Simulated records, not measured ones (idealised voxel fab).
process module | voxel wiring stack
cross-section cut | 285 nm wide | cells 5 nm
A cross-section is a grid of square cells, given in bands from the top down. A band is one or more rows of cells.
Each band's line starts with the height of the band's top and of its bottom, in nm. Then come its materials from left to right, each with its width in nm. One material with "throughout" fills the band from edge to edge. "air" is empty space.
Height 0 is the level under which the wafer as received is all one material. The lowest band goes on downwards, as in "0 down".
A width such as "30 to 40" changes by the same amount from each row of cells to the next, from the band's top row to its bottom row.
"no change" after a step means that no cell of the cross-section changed.
closed voids: empty space of 8 cells or more with no open way to the top, each as width x height at its distance from the left edge, in nm
after a step's settings: what the simulator itself notes on the step
overlay nm, on a step with a mask: how far to the right of its planned place the mask lay; to the left if negative
plan
1 op RECEIVE | material Si
2 op CONFORMAL_DEP | material SiO2 | thk nm 15
3 op CONFORMAL_DEP | material SiCN | thk nm 5
4 op DIRECTIONAL_DEP | material lowk | thk nm 25
5 op MASKED_ETCH | tone open | mask id METAL_1 | width nm 25 | pitch nm 50 | etch materials lowk | depth nm 25 | overlay nm 0
6 op MASKED_ETCH | tone open | mask id METAL_1 | width nm 25 | pitch nm 50 | etch materials SiCN | depth nm 5 | overlay nm 0
7 op CONFORMAL_DEP | material TiN | thk nm 5
8 op FILL_DEP | material Cu | thk nm 10
9 op CMP | height nm 45
10 op CONFORMAL_DEP | material SiCN | thk nm 5
11 op DIRECTIONAL_DEP | material lowk | thk nm 15
12 op DIRECTIONAL_DEP | material aC | thk nm 10
13 op PATTERN | tone open | mask id PLUG_1 | material resist | width nm 15 | pitch nm 50 | thk nm 25 | overlay nm 0
14 op DIRECTIONAL_ETCH | etch materials aC | depth nm 10
15 op STRIP | etch materials resist
16 op DIRECTIONAL_ETCH | etch materials lowk | depth nm 15
17 op DIRECTIONAL_ETCH | etch materials SiCN | depth nm 5
18 op STRIP | etch materials aC
19 op CONFORMAL_DEP | material TiN | thk nm 5
20 op FILL_DEP | material Cu | thk nm 5
21 op CMP | height nm 65
22 op CONFORMAL_DEP | material SiCN | thk nm 5
23 op DIRECTIONAL_DEP | material SiO2 | thk nm 25
24 op DIRECTIONAL_DEP | material aC | thk nm 15
25 op PATTERN | tone open | mask id METAL_2 | material resist | width nm 25 | pitch nm 50 | thk nm 30 | overlay nm 0
26 op DIRECTIONAL_ETCH | etch materials aC | depth nm 15
27 op STRIP | etch materials resist
28 op DIRECTIONAL_ETCH | etch materials SiO2 | depth nm 25
29 op DIRECTIONAL_ETCH | etch materials SiCN | depth nm 5
30 op STRIP | etch materials aC
31 op CONFORMAL_DEP | material TiN | thk nm 5
32 op FILL_DEP | material Cu | thk nm 10
33 op CMP | height nm 95
34 op EPI | material Ru | thk nm 5
35 op FILL_DEP | material SiCN | thk nm 5
36 op DIRECTIONAL_DEP | material SiO2 | thk nm 30
37 op MASKED_ETCH | tone open | mask id METAL_3_HOLES | width nm 15 | pitch nm 50 | etch materials SiO2 | depth nm 30 | overlay nm 0
38 op DIRECTIONAL_DEP | material aC | thk nm 15
39 op PATTERN | tone open | mask id METAL_3 | material resist | width nm 25 | pitch nm 50 | thk nm 30 | overlay nm 0
40 op DIRECTIONAL_ETCH | etch materials aC | depth nm 15
41 op STRIP | etch materials resist
42 op DIRECTIONAL_ETCH | etch materials SiO2 | depth nm 20
43 op DIRECTIONAL_ETCH | etch materials SiCN | depth nm 5
44 op STRIP | etch materials aC
45 op CONFORMAL_DEP | material TiN | thk nm 5
46 op FILL_DEP | material Cu | thk nm 10
47 op CMP | height nm 135
48 op CONFORMAL_DEP | material SiCN | thk nm 5
first wafer, as planned
as received, after step 1
  0 down: Si throughout
  closed voids: none
after step 2
  15 to 0: SiO2 throughout
  below 0: unchanged
after step 3
  20 to 15: SiCN throughout
  below 15: unchanged
after step 4
  45 to 20: lowk throughout
  below 20: unchanged
after step 5
  45 to 20: lowk 55 | air 25 | lowk 25 | air 25 | lowk 25 | air 25 | lowk 25 | air 25 | lowk 55
  below 20: unchanged
after step 6
  45 to 20: lowk 55 | air 25 | lowk 25 | air 25 | lowk 25 | air 25 | lowk 25 | air 25 | lowk 55
  20 to 15: SiCN 55 | air 25 | SiCN 25 | air 25 | SiCN 25 | air 25 | SiCN 25 | air 25 | SiCN 55
  below 15: unchanged
after step 7
  50 to 45: TiN 60 | air 15 | TiN 35 | air 15 | TiN 35 | air 15 | TiN 35 | air 15 | TiN 60
  45 to 20: lowk 55 | TiN 5 | air 15 | TiN 5 | lowk 25 | TiN 5 | air 15 | TiN 5 | lowk 25 | TiN 5 | air 15 | TiN 5 | lowk 25 | TiN 5 | air 15 | TiN 5 | lowk 55
  20 to 15: SiCN 55 | TiN 25 | SiCN 25 | TiN 25 | SiCN 25 | TiN 25 | SiCN 25 | TiN 25 | SiCN 55
  below 15: unchanged
after step 8
  60 to 50: Cu throughout
  50 to 45: TiN 60 | Cu 15 | TiN 35 | Cu 15 | TiN 35 | Cu 15 | TiN 35 | Cu 15 | TiN 60
  45 to 20: lowk 55 | TiN 5 | Cu 15 | TiN 5 | lowk 25 | TiN 5 | Cu 15 | TiN 5 | lowk 25 | TiN 5 | Cu 15 | TiN 5 | lowk 25 | TiN 5 | Cu 15 | TiN 5 | lowk 55
  below 20: unchanged
after step 9
  45 to 20: lowk 55 | TiN 5 | Cu 15 | TiN 5 | lowk 25 | TiN 5 | Cu 15 | TiN 5 | lowk 25 | TiN 5 | Cu 15 | TiN 5 | lowk 25 | TiN 5 | Cu 15 | TiN 5 | lowk 55
  below 20: unchanged
after step 10
  50 to 45: SiCN throughout
  below 45: unchanged
after step 11
  65 to 50: lowk throughout
  below 50: unchanged
after step 12
  75 to 65: aC throughout
  below 65: unchanged
after step 13
  100 to 75: resist 55 | air 15 | resist 35 | air 15 | resist 35 | air 15 | resist 35 | air 15 | resist 65
  below 75: unchanged
after step 14
  90 to 75: resist 55 | air 15 | resist 35 | air 15 | resist 35 | air 15 | resist 35 | air 15 | resist 65
  75 to 65: aC 55 | air 15 | aC 35 | air 15 | aC 35 | air 15 | aC 35 | air 15 | aC 65
  below 65: unchanged
after step 15
  75 to 65: aC 55 | air 15 | aC 35 | air 15 | aC 35 | air 15 | aC 35 | air 15 | aC 65
  below 65: unchanged
after step 16
  75 to 65: aC 55 | air 15 | aC 35 | air 15 | aC 35 | air 15 | aC 35 | air 15 | aC 65
  65 to 50: lowk 55 | air 15 | lowk 35 | air 15 | lowk 35 | air 15 | lowk 35 | air 15 | lowk 65
  below 50: unchanged
after step 17
  75 to 65: aC 55 | air 15 | aC 35 | air 15 | aC 35 | air 15 | aC 35 | air 15 | aC 65
  65 to 50: lowk 55 | air 15 | lowk 35 | air 15 | lowk 35 | air 15 | lowk 35 | air 15 | lowk 65
  50 to 45: SiCN 55 | air 15 | SiCN 35 | air 15 | SiCN 35 | air 15 | SiCN 35 | air 15 | SiCN 65
  below 45: unchanged
after step 18
  65 to 50: lowk 55 | air 15 | lowk 35 | air 15 | lowk 35 | air 15 | lowk 35 | air 15 | lowk 65
  below 50: unchanged
after step 19
  70 to 65: TiN 60 | air 5 | TiN 45 | air 5 | TiN 45 | air 5 | TiN 45 | air 5 | TiN 70
  65 to 50: lowk 55 | TiN 5 | air 5 | TiN 5 | lowk 35 | TiN 5 | air 5 | TiN 5 | lowk 35 | TiN 5 | air 5 | TiN 5 | lowk 35 | TiN 5 | air 5 | TiN 5 | lowk 65
  50 to 45: SiCN 55 | TiN 15 | SiCN 35 | TiN 15 | SiCN 35 | TiN 15 | SiCN 35 | TiN 15 | SiCN 65
  below 45: unchanged
after step 20
  75 to 70: Cu throughout
  70 to 65: TiN 60 | Cu 5 | TiN 45 | Cu 5 | TiN 45 | Cu 5 | TiN 45 | Cu 5 | TiN 70
  65 to 50: lowk 55 | TiN 5 | Cu 5 | TiN 5 | lowk 35 | TiN 5 | Cu 5 | TiN 5 | lowk 35 | TiN 5 | Cu 5 | TiN 5 | lowk 35 | TiN 5 | Cu 5 | TiN 5 | lowk 65
  below 50: unchanged
after step 21
  65 to 50: lowk 55 | TiN 5 | Cu 5 | TiN 5 | lowk 35 | TiN 5 | Cu 5 | TiN 5 | lowk 35 | TiN 5 | Cu 5 | TiN 5 | lowk 35 | TiN 5 | Cu 5 | TiN 5 | lowk 65
  below 50: unchanged
after step 22
  70 to 65: SiCN throughout
  below 65: unchanged
after step 23
  95 to 70: SiO2 throughout
  below 70: unchanged
after step 24
  110 to 95: aC throughout
  below 95: unchanged
after step 25
  140 to 110: resist 55 | air 25 | resist 25 | air 25 | resist 25 | air 25 | resist 25 | air 25 | resist 55
  below 110: unchanged
after step 26
  125 to 110: resist 55 | air 25 | resist 25 | air 25 | resist 25 | air 25 | resist 25 | air 25 | resist 55
  110 to 95: aC 55 | air 25 | aC 25 | air 25 | aC 25 | air 25 | aC 25 | air 25 | aC 55
  below 95: unchanged
after step 27
  110 to 95: aC 55 | air 25 | aC 25 | air 25 | aC 25 | air 25 | aC 25 | air 25 | aC 55
  below 95: unchanged
after step 28
  110 to 95: aC 55 | air 25 | aC 25 | air 25 | aC 25 | air 25 | aC 25 | air 25 | aC 55
  95 to 70: SiO2 55 | air 25 | SiO2 25 | air 25 | SiO2 25 | air 25 | SiO2 25 | air 25 | SiO2 55
  below 70: unchanged
after step 29
  110 to 95: aC 55 | air 25 | aC 25 | air 25 | aC 25 | air 25 | aC 25 | air 25 | aC 55
  95 to 70: SiO2 55 | air 25 | SiO2 25 | air 25 | SiO2 25 | air 25 | SiO2 25 | air 25 | SiO2 55
  70 to 65: SiCN 55 | air 25 | SiCN 25 | air 25 | SiCN 25 | air 25 | SiCN 25 | air 25 | SiCN 55
  below 65: unchanged
after step 30
  95 to 70: SiO2 55 | air 25 | SiO2 25 | air 25 | SiO2 25 | air 25 | SiO2 25 | air 25 | SiO2 55
  below 70: unchanged
after step 31
  100 to 95: TiN 60 | air 15 | TiN 35 | air 15 | TiN 35 | air 15 | TiN 35 | air 15 | TiN 60
  95 to 70: SiO2 55 | TiN 5 | air 15 | TiN 5 | SiO2 25 | TiN 5 | air 15 | TiN 5 | SiO2 25 | TiN 5 | air 15 | TiN 5 | SiO2 25 | TiN 5 | air 15 | TiN 5 | SiO2 55
  70 to 65: SiCN 55 | TiN 25 | SiCN 25 | TiN 25 | SiCN 25 | TiN 25 | SiCN 25 | TiN 25 | SiCN 55
  below 65: unchanged
after step 32
  110 to 100: Cu throughout
  100 to 95: TiN 60 | Cu 15 | TiN 35 | Cu 15 | TiN 35 | Cu 15 | TiN 35 | Cu 15 | TiN 60
  95 to 70: SiO2 55 | TiN 5 | Cu 15 | TiN 5 | SiO2 25 | TiN 5 | Cu 15 | TiN 5 | SiO2 25 | TiN 5 | Cu 15 | TiN 5 | SiO2 25 | TiN 5 | Cu 15 | TiN 5 | SiO2 55
  below 70: unchanged
after step 33
  95 to 70: SiO2 55 | TiN 5 | Cu 15 | TiN 5 | SiO2 25 | TiN 5 | Cu 15 | TiN 5 | SiO2 25 | TiN 5 | Cu 15 | TiN 5 | SiO2 25 | TiN 5 | Cu 15 | TiN 5 | SiO2 55
  below 70: unchanged
after step 34
  100 to 95: air 50 | Ru 35 | air 15 | Ru 35 | air 15 | Ru 35 | air 15 | Ru 35 | air 50
  below 95: unchanged
after step 35
  105 to 100: SiCN throughout
  100 to 95: SiCN 50 | Ru 35 | SiCN 15 | Ru 35 | SiCN 15 | Ru 35 | SiCN 15 | Ru 35 | SiCN 50
  below 95: unchanged
after step 36
  135 to 105: SiO2 throughout
  below 105: unchanged
after step 37
  135 to 105: SiO2 55 | air 15 | SiO2 35 | air 15 | SiO2 35 | air 15 | SiO2 35 | air 15 | SiO2 65
  below 105: unchanged
after step 38
  150 to 135: aC 55 | air 15 | aC 35 | air 15 | aC 35 | air 15 | aC 35 | air 15 | aC 65
  135 to 120: SiO2 55 | air 15 | SiO2 35 | air 15 | SiO2 35 | air 15 | SiO2 35 | air 15 | SiO2 65
  120 to 105: SiO2 55 | aC 15 | SiO2 35 | aC 15 | SiO2 35 | aC 15 | SiO2 35 | aC 15 | SiO2 65
  below 105: unchanged
after step 39
  180 to 150: resist 55 | air 25 | resist 25 | air 25 | resist 25 | air 25 | resist 25 | air 25 | resist 55
  below 150: unchanged
after step 40
  165 to 150: resist 55 | air 25 | resist 25 | air 25 | resist 25 | air 25 | resist 25 | air 25 | resist 55
  150 to 135: aC 55 | air 25 | aC 25 | air 25 | aC 25 | air 25 | aC 25 | air 25 | aC 55
  135 to 105: SiO2 55 | air 15 | SiO2 35 | air 15 | SiO2 35 | air 15 | SiO2 35 | air 15 | SiO2 65
  below 105: unchanged
after step 41
  150 to 135: aC 55 | air 25 | aC 25 | air 25 | aC 25 | air 25 | aC 25 | air 25 | aC 55
  below 135: unchanged
after step 42
  150 to 135: aC 55 | air 25 | aC 25 | air 25 | aC 25 | air 25 | aC 25 | air 25 | aC 55
  135 to 115: SiO2 55 | air 25 | SiO2 25 | air 25 | SiO2 25 | air 25 | SiO2 25 | air 25 | SiO2 55
  below 115: unchanged
after step 43
  150 to 135: aC 55 | air 25 | aC 25 | air 25 | aC 25 | air 25 | aC 25 | air 25 | aC 55
  135 to 115: SiO2 55 | air 25 | SiO2 25 | air 25 | SiO2 25 | air 25 | SiO2 25 | air 25 | SiO2 55
  115 to 105: SiO2 55 | air 15 | SiO2 35 | air 15 | SiO2 35 | air 15 | SiO2 35 | air 15 | SiO2 65
  105 to 100: SiCN 55 | air 15 | SiCN 35 | air 15 | SiCN 35 | air 15 | SiCN 35 | air 15 | SiCN 65
  below 100: unchanged
after step 44
  135 to 115: SiO2 55 | air 25 | SiO2 25 | air 25 | SiO2 25 | air 25 | SiO2 25 | air 25 | SiO2 55
  below 115: unchanged
after step 45
  140 to 135: TiN 60 | air 15 | TiN 35 | air 15 | TiN 35 | air 15 | TiN 35 | air 15 | TiN 60
  135 to 120: SiO2 55 | TiN 5 | air 15 | TiN 5 | SiO2 25 | TiN 5 | air 15 | TiN 5 | SiO2 25 | TiN 5 | air 15 | TiN 5 | SiO2 25 | TiN 5 | air 15 | TiN 5 | SiO2 55
  120 to 115: SiO2 55 | TiN 5 | air 5 | TiN 15 | SiO2 25 | TiN 5 | air 5 | TiN 15 | SiO2 25 | TiN 5 | air 5 | TiN 15 | SiO2 25 | TiN 5 | air 5 | TiN 15 | SiO2 55
  115 to 105: SiO2 55 | TiN 5 | air 5 | TiN 5 | SiO2 35 | TiN 5 | air 5 | TiN 5 | SiO2 35 | TiN 5 | air 5 | TiN 5 | SiO2 35 | TiN 5 | air 5 | TiN 5 | SiO2 65
  105 to 100: SiCN 55 | TiN 15 | SiCN 35 | TiN 15 | SiCN 35 | TiN 15 | SiCN 35 | TiN 15 | SiCN 65
  below 100: unchanged
after step 46
  150 to 140: Cu throughout
  140 to 135: TiN 60 | Cu 15 | TiN 35 | Cu 15 | TiN 35 | Cu 15 | TiN 35 | Cu 15 | TiN 60
  135 to 120: SiO2 55 | TiN 5 | Cu 15 | TiN 5 | SiO2 25 | TiN 5 | Cu 15 | TiN 5 | SiO2 25 | TiN 5 | Cu 15 | TiN 5 | SiO2 25 | TiN 5 | Cu 15 | TiN 5 | SiO2 55
  120 to 115: SiO2 55 | TiN 5 | Cu 5 | TiN 15 | SiO2 25 | TiN 5 | Cu 5 | TiN 15 | SiO2 25 | TiN 5 | Cu 5 | TiN 15 | SiO2 25 | TiN 5 | Cu 5 | TiN 15 | SiO2 55
  115 to 105: SiO2 55 | TiN 5 | Cu 5 | TiN 5 | SiO2 35 | TiN 5 | Cu 5 | TiN 5 | SiO2 35 | TiN 5 | Cu 5 | TiN 5 | SiO2 35 | TiN 5 | Cu 5 | TiN 5 | SiO2 65
  below 105: unchanged
after step 47
  135 to 120: SiO2 55 | TiN 5 | Cu 15 | TiN 5 | SiO2 25 | TiN 5 | Cu 15 | TiN 5 | SiO2 25 | TiN 5 | Cu 15 | TiN 5 | SiO2 25 | TiN 5 | Cu 15 | TiN 5 | SiO2 55
  below 120: unchanged
after step 48
  140 to 135: SiCN throughout
  below 135: unchanged
second wafer: like start, like plan, one mistake. Through step 8 it matches the first wafer
when step 9 should have ended: no change
when step 10 should have ended
  65 to 60: SiCN throughout
  below 60: unchanged
when step 11 should have ended
  80 to 65: lowk throughout
  below 65: unchanged
when step 12 should have ended
  90 to 80: aC throughout
  below 80: unchanged
when step 13 should have ended
  115 to 90: resist 55 | air 15 | resist 35 | air 15 | resist 35 | air 15 | resist 35 | air 15 | resist 65
  below 90: unchanged
when step 14 should have ended
  105 to 90: resist 55 | air 15 | resist 35 | air 15 | resist 35 | air 15 | resist 35 | air 15 | resist 65
  90 to 80: aC 55 | air 15 | aC 35 | air 15 | aC 35 | air 15 | aC 35 | air 15 | aC 65
  below 80: unchanged
when step 15 should have ended
  90 to 80: aC 55 | air 15 | aC 35 | air 15 | aC 35 | air 15 | aC 35 | air 15 | aC 65
  below 80: unchanged
when step 16 should have ended
  90 to 80: aC 55 | air 15 | aC 35 | air 15 | aC 35 | air 15 | aC 35 | air 15 | aC 65
  80 to 65: lowk 55 | air 15 | lowk 35 | air 15 | lowk 35 | air 15 | lowk 35 | air 15 | lowk 65
  below 65: unchanged
when step 17 should have ended
  90 to 80: aC 55 | air 15 | aC 35 | air 15 | aC 35 | air 15 | aC 35 | air 15 | aC 65
  80 to 65: lowk 55 | air 15 | lowk 35 | air 15 | lowk 35 | air 15 | lowk 35 | air 15 | lowk 65
  65 to 60: SiCN 55 | air 15 | SiCN 35 | air 15 | SiCN 35 | air 15 | SiCN 35 | air 15 | SiCN 65
  below 60: unchanged
when step 18 should have ended
  80 to 65: lowk 55 | air 15 | lowk 35 | air 15 | lowk 35 | air 15 | lowk 35 | air 15 | lowk 65
  below 65: unchanged
when step 19 should have ended
  85 to 80: TiN 60 | air 5 | TiN 45 | air 5 | TiN 45 | air 5 | TiN 45 | air 5 | TiN 70
  80 to 65: lowk 55 | TiN 5 | air 5 | TiN 5 | lowk 35 | TiN 5 | air 5 | TiN 5 | lowk 35 | TiN 5 | air 5 | TiN 5 | lowk 35 | TiN 5 | air 5 | TiN 5 | lowk 65
  65 to 60: SiCN 55 | TiN 15 | SiCN 35 | TiN 15 | SiCN 35 | TiN 15 | SiCN 35 | TiN 15 | SiCN 65
  below 60: unchanged
when step 20 should have ended
  90 to 85: Cu throughout
  85 to 80: TiN 60 | Cu 5 | TiN 45 | Cu 5 | TiN 45 | Cu 5 | TiN 45 | Cu 5 | TiN 70
  80 to 65: lowk 55 | TiN 5 | Cu 5 | TiN 5 | lowk 35 | TiN 5 | Cu 5 | TiN 5 | lowk 35 | TiN 5 | Cu 5 | TiN 5 | lowk 35 | TiN 5 | Cu 5 | TiN 5 | lowk 65
  below 65: unchanged
when step 21 should have ended
  65 to 60: SiCN 55 | TiN 15 | SiCN 35 | TiN 15 | SiCN 35 | TiN 15 | SiCN 35 | TiN 15 | SiCN 65
  below 60: unchanged
when step 22 should have ended
  70 to 65: SiCN throughout
  below 65: unchanged
when step 23 should have ended
  95 to 70: SiO2 throughout
  below 70: unchanged
when step 24 should have ended
  110 to 95: aC throughout
  below 95: unchanged
when step 25 should have ended
  140 to 110: resist 55 | air 25 | resist 25 | air 25 | resist 25 | air 25 | resist 25 | air 25 | resist 55
  below 110: unchanged
when step 26 should have ended
  125 to 110: resist 55 | air 25 | resist 25 | air 25 | resist 25 | air 25 | resist 25 | air 25 | resist 55
  110 to 95: aC 55 | air 25 | aC 25 | air 25 | aC 25 | air 25 | aC 25 | air 25 | aC 55
  below 95: unchanged
when step 27 should have ended
  110 to 95: aC 55 | air 25 | aC 25 | air 25 | aC 25 | air 25 | aC 25 | air 25 | aC 55
  below 95: unchanged
when step 28 should have ended
  110 to 95: aC 55 | air 25 | aC 25 | air 25 | aC 25 | air 25 | aC 25 | air 25 | aC 55
  95 to 70: SiO2 55 | air 25 | SiO2 25 | air 25 | SiO2 25 | air 25 | SiO2 25 | air 25 | SiO2 55
  below 70: unchanged
when step 29 should have ended
  110 to 95: aC 55 | air 25 | aC 25 | air 25 | aC 25 | air 25 | aC 25 | air 25 | aC 55
  95 to 70: SiO2 55 | air 25 | SiO2 25 | air 25 | SiO2 25 | air 25 | SiO2 25 | air 25 | SiO2 55
  70 to 65: SiCN 55 | air 25 | SiCN 25 | air 25 | SiCN 25 | air 25 | SiCN 25 | air 25 | SiCN 55
  below 65: unchanged
when step 30 should have ended
  95 to 70: SiO2 55 | air 25 | SiO2 25 | air 25 | SiO2 25 | air 25 | SiO2 25 | air 25 | SiO2 55
  below 70: unchanged
when step 31 should have ended
  100 to 95: TiN 60 | air 15 | TiN 35 | air 15 | TiN 35 | air 15 | TiN 35 | air 15 | TiN 60
  95 to 70: SiO2 55 | TiN 5 | air 15 | TiN 5 | SiO2 25 | TiN 5 | air 15 | TiN 5 | SiO2 25 | TiN 5 | air 15 | TiN 5 | SiO2 25 | TiN 5 | air 15 | TiN 5 | SiO2 55
  70 to 60: SiCN 55 | TiN 25 to 15 | SiCN 25 to 35 | TiN 25 to 15 | SiCN 25 to 35 | TiN 25 to 15 | SiCN 25 to 35 | TiN 25 to 15 | SiCN 55 to 65
  below 60: unchanged
when step 32 should have ended
  110 to 100: Cu throughout
  100 to 95: TiN 60 | Cu 15 | TiN 35 | Cu 15 | TiN 35 | Cu 15 | TiN 35 | Cu 15 | TiN 60
  95 to 70: SiO2 55 | TiN 5 | Cu 15 | TiN 5 | SiO2 25 | TiN 5 | Cu 15 | TiN 5 | SiO2 25 | TiN 5 | Cu 15 | TiN 5 | SiO2 25 | TiN 5 | Cu 15 | TiN 5 | SiO2 55
  below 70: unchanged
when step 33 should have ended
  95 to 70: SiO2 55 | TiN 5 | Cu 15 | TiN 5 | SiO2 25 | TiN 5 | Cu 15 | TiN 5 | SiO2 25 | TiN 5 | Cu 15 | TiN 5 | SiO2 25 | TiN 5 | Cu 15 | TiN 5 | SiO2 55
  below 70: unchanged
when step 34 should have ended
  100 to 95: air 50 | Ru 35 | air 15 | Ru 35 | air 15 | Ru 35 | air 15 | Ru 35 | air 50
  below 95: unchanged
when step 35 should have ended
  105 to 100: SiCN throughout
  100 to 95: SiCN 50 | Ru 35 | SiCN 15 | Ru 35 | SiCN 15 | Ru 35 | SiCN 15 | Ru 35 | SiCN 50
  below 95: unchanged
when step 36 should have ended
  135 to 105: SiO2 throughout
  below 105: unchanged
when step 37 should have ended
  135 to 105: SiO2 55 | air 15 | SiO2 35 | air 15 | SiO2 35 | air 15 | SiO2 35 | air 15 | SiO2 65
  below 105: unchanged
when step 38 should have ended
  150 to 135: aC 55 | air 15 | aC 35 | air 15 | aC 35 | air 15 | aC 35 | air 15 | aC 65
  135 to 120: SiO2 55 | air 15 | SiO2 35 | air 15 | SiO2 35 | air 15 | SiO2 35 | air 15 | SiO2 65
  120 to 105: SiO2 55 | aC 15 | SiO2 35 | aC 15 | SiO2 35 | aC 15 | SiO2 35 | aC 15 | SiO2 65
  below 105: unchanged
when step 39 should have ended
  180 to 150: resist 55 | air 25 | resist 25 | air 25 | resist 25 | air 25 | resist 25 | air 25 | resist 55
  below 150: unchanged
when step 40 should have ended
  165 to 150: resist 55 | air 25 | resist 25 | air 25 | resist 25 | air 25 | resist 25 | air 25 | resist 55
  150 to 135: aC 55 | air 25 | aC 25 | air 25 | aC 25 | air 25 | aC 25 | air 25 | aC 55
  135 to 105: SiO2 55 | air 15 | SiO2 35 | air 15 | SiO2 35 | air 15 | SiO2 35 | air 15 | SiO2 65
  below 105: unchanged
when step 41 should have ended
  150 to 135: aC 55 | air 25 | aC 25 | air 25 | aC 25 | air 25 | aC 25 | air 25 | aC 55
  below 135: unchanged
when step 42 should have ended
  150 to 135: aC 55 | air 25 | aC 25 | air 25 | aC 25 | air 25 | aC 25 | air 25 | aC 55
  135 to 115: SiO2 55 | air 25 | SiO2 25 | air 25 | SiO2 25 | air 25 | SiO2 25 | air 25 | SiO2 55
  below 115: unchanged
when step 43 should have ended
  150 to 135: aC 55 | air 25 | aC 25 | air 25 | aC 25 | air 25 | aC 25 | air 25 | aC 55
  135 to 115: SiO2 55 | air 25 | SiO2 25 | air 25 | SiO2 25 | air 25 | SiO2 25 | air 25 | SiO2 55
  115 to 105: SiO2 55 | air 15 | SiO2 35 | air 15 | SiO2 35 | air 15 | SiO2 35 | air 15 | SiO2 65
  105 to 100: SiCN 55 | air 15 | SiCN 35 | air 15 | SiCN 35 | air 15 | SiCN 35 | air 15 | SiCN 65
  below 100: unchanged
when step 44 should have ended
  135 to 115: SiO2 55 | air 25 | SiO2 25 | air 25 | SiO2 25 | air 25 | SiO2 25 | air 25 | SiO2 55
  below 115: unchanged
when step 45 should have ended
  140 to 135: TiN 60 | air 15 | TiN 35 | air 15 | TiN 35 | air 15 | TiN 35 | air 15 | TiN 60
  135 to 120: SiO2 55 | TiN 5 | air 15 | TiN 5 | SiO2 25 | TiN 5 | air 15 | TiN 5 | SiO2 25 | TiN 5 | air 15 | TiN 5 | SiO2 25 | TiN 5 | air 15 | TiN 5 | SiO2 55
  120 to 115: SiO2 55 | TiN 5 | air 5 | TiN 15 | SiO2 25 | TiN 5 | air 5 | TiN 15 | SiO2 25 | TiN 5 | air 5 | TiN 15 | SiO2 25 | TiN 5 | air 5 | TiN 15 | SiO2 55
  115 to 105: SiO2 55 | TiN 5 | air 5 | TiN 5 | SiO2 35 | TiN 5 | air 5 | TiN 5 | SiO2 35 | TiN 5 | air 5 | TiN 5 | SiO2 35 | TiN 5 | air 5 | TiN 5 | SiO2 65
  105 to 100: SiCN 55 | TiN 15 | SiCN 35 | TiN 15 | SiCN 35 | TiN 15 | SiCN 35 | TiN 15 | SiCN 65
  below 100: unchanged
when step 46 should have ended
  150 to 140: Cu throughout
  140 to 135: TiN 60 | Cu 15 | TiN 35 | Cu 15 | TiN 35 | Cu 15 | TiN 35 | Cu 15 | TiN 60
  135 to 120: SiO2 55 | TiN 5 | Cu 15 | TiN 5 | SiO2 25 | TiN 5 | Cu 15 | TiN 5 | SiO2 25 | TiN 5 | Cu 15 | TiN 5 | SiO2 25 | TiN 5 | Cu 15 | TiN 5 | SiO2 55
  120 to 115: SiO2 55 | TiN 5 | Cu 5 | TiN 15 | SiO2 25 | TiN 5 | Cu 5 | TiN 15 | SiO2 25 | TiN 5 | Cu 5 | TiN 15 | SiO2 25 | TiN 5 | Cu 5 | TiN 15 | SiO2 55
  115 to 105: SiO2 55 | TiN 5 | Cu 5 | TiN 5 | SiO2 35 | TiN 5 | Cu 5 | TiN 5 | SiO2 35 | TiN 5 | Cu 5 | TiN 5 | SiO2 35 | TiN 5 | Cu 5 | TiN 5 | SiO2 65
  below 105: unchanged
when step 47 should have ended
  135 to 120: SiO2 55 | TiN 5 | Cu 15 | TiN 5 | SiO2 25 | TiN 5 | Cu 15 | TiN 5 | SiO2 25 | TiN 5 | Cu 15 | TiN 5 | SiO2 25 | TiN 5 | Cu 15 | TiN 5 | SiO2 55
  below 120: unchanged
when step 48 should have ended
  140 to 135: SiCN throughout
  below 135: unchanged
what went wrong: step 9 was left out
at the end the second wafer has, in cells: 114 more of Cu | 21 more of TiN | 135 fewer of lowk
